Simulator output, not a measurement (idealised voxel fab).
The following is a process module called voxel self aligned contacts.
Cross-section cut spans 225 nm and uses square cells 5 nm in size.
When this document writes out a cross-section, it uses a grid of square cells and lists it as bands, beginning at the top and moving down, with a band standing for one or more rows of cells.
This entry defines a band. It first specifies the height of the band's top and the height of its bottom in nm, and then specifies the band's materials from left to right, stating each material with its width in nm. The word "all across" identifies a single material that fills the band from edge to edge, while the word "empty" identifies empty space.
The reference from which all heights are counted is 0, the level beneath which the as-received wafer is entirely one material; the lowest band, having no lower bound, proceeds downward and is written after the example "from 0 down".
It should be noted that a width expressed as "30 to 40" varies in equal increments from row to row of cells within the band, taking the value of the first number at the top row and that of the second number at the bottom row.
For the purposes of this document, the phrase "same as before" attached to a step denotes that no cell within the cross-section was modified by that step.
"Enclosed cavities" specifies each empty space that is not open to the top and that occupies no fewer than 8 cells, using the form width x height at distance, the distance measured from the left edge and all three quantities in nm.
Past the settings on a step's line: simulator remark, on that step.
What "overlay nm" on a step's line means: if the step has a mask, that mask lay this far to the right of its planned place, or, when the value is negative, to the left.

Planned step list for the process
1) RECEIVE, material Si
2) CONFORMAL_DEP, material SiO2, thk nm 5
3) DIRECTIONAL_DEP, material polySi, thk nm 25
4) DIRECTIONAL_DEP, material SiN, thk nm 20
5) MASKED_ETCH, tone cover, mask id GATE, width nm 30, pitch nm 70, etch materials SiN, depth nm 20, overlay nm 0
6) MASKED_ETCH, tone cover, mask id GATE, width nm 30, pitch nm 70, etch materials polySi, depth nm 25, overlay nm 0
7) CONFORMAL_DEP, material SiN, thk nm 10
8) DIRECTIONAL_ETCH, etch materials SiN, depth nm 10
9) FILL_DEP, material SiO2, thk nm 10
10) CMP, height nm 55
11) PATTERN, tone open, mask id CONTACT, material resist, width nm 50, thk nm 20, overlay nm 0
12) DIRECTIONAL_ETCH, etch materials SiO2, depth nm 55
13) STRIP, etch materials resist
14) CONFORMAL_DEP, material TiN, thk nm 5
15) FILL_DEP, material Ru, thk nm 10
16) CMP, height nm 55
17) CONFORMAL_DEP, material SiCN, thk nm 5

Step 1 complete: cross-section of the wafer as received
* from 0 down = Si all across
* Enclosed cavities: none

Cross-section: first of two wafers, module finished, run according to plan
* from 60 to 55 = SiCN all across
* from 55 to 50 = SiO2: 85 / TiN: 20 / Ru: 10 / TiN: 20 / SiO2: 90
* from 50 to 30 = SiO2: 50 / SiN: 50 / TiN: 5 / Ru: 10 / TiN: 5 / SiN: 50 / SiO2: 55
* from 30 to 5 = SiO2: 50 / SiN: 10 / polySi: 30 / SiN: 10 / TiN: 5 / Ru: 10 / TiN: 5 / SiN: 10 / polySi: 30 / SiN: 10 / SiO2: 55
* from 5 to 0 = SiO2: 100 / TiN: 20 / SiO2: 105
* from 0 down = Si all across
* Enclosed cavities: none

Here's the second of our two wafers sectioned at module end. Same start as the first, same plan, but one mistake got made running it
* from 60 to 55 = SiCN all across
* from 55 to 30 = SiO2: 50 / SiN: 50 / TiN: 5 / Ru: 10 / TiN: 5 / SiN: 50 / SiO2: 55
* from 30 to 15 = SiO2: 50 / SiN: 10 / polySi: 30 / SiN: 10 / TiN: 5 / Ru: 10 / TiN: 5 / SiN: 10 / polySi: 30 / SiN: 10 / SiO2: 55
* from 15 to 10 = SiO2: 50 / SiN: 10 / polySi: 30 / SiN: 10 / TiN: 20 / SiN: 10 / polySi: 30 / SiN: 10 / SiO2: 55
* from 10 to 5 = SiN: 60 / polySi: 30 / SiN: 40 / polySi: 30 / SiN: 65
* from 5 to 0 = SiO2 all across
* from 0 down = Si all across
* Enclosed cavities: none
What was the processing mistake? step 8 was not run as planned; what actually ran was DIRECTIONAL_ETCH, etch materials SiN, depth nm 5
At the finish, the second wafer shows more or fewer cells for some materials than the first does: Ru: 4 fewer, SiN: 45 more, SiO2: 31 fewer, TiN: 10 fewer
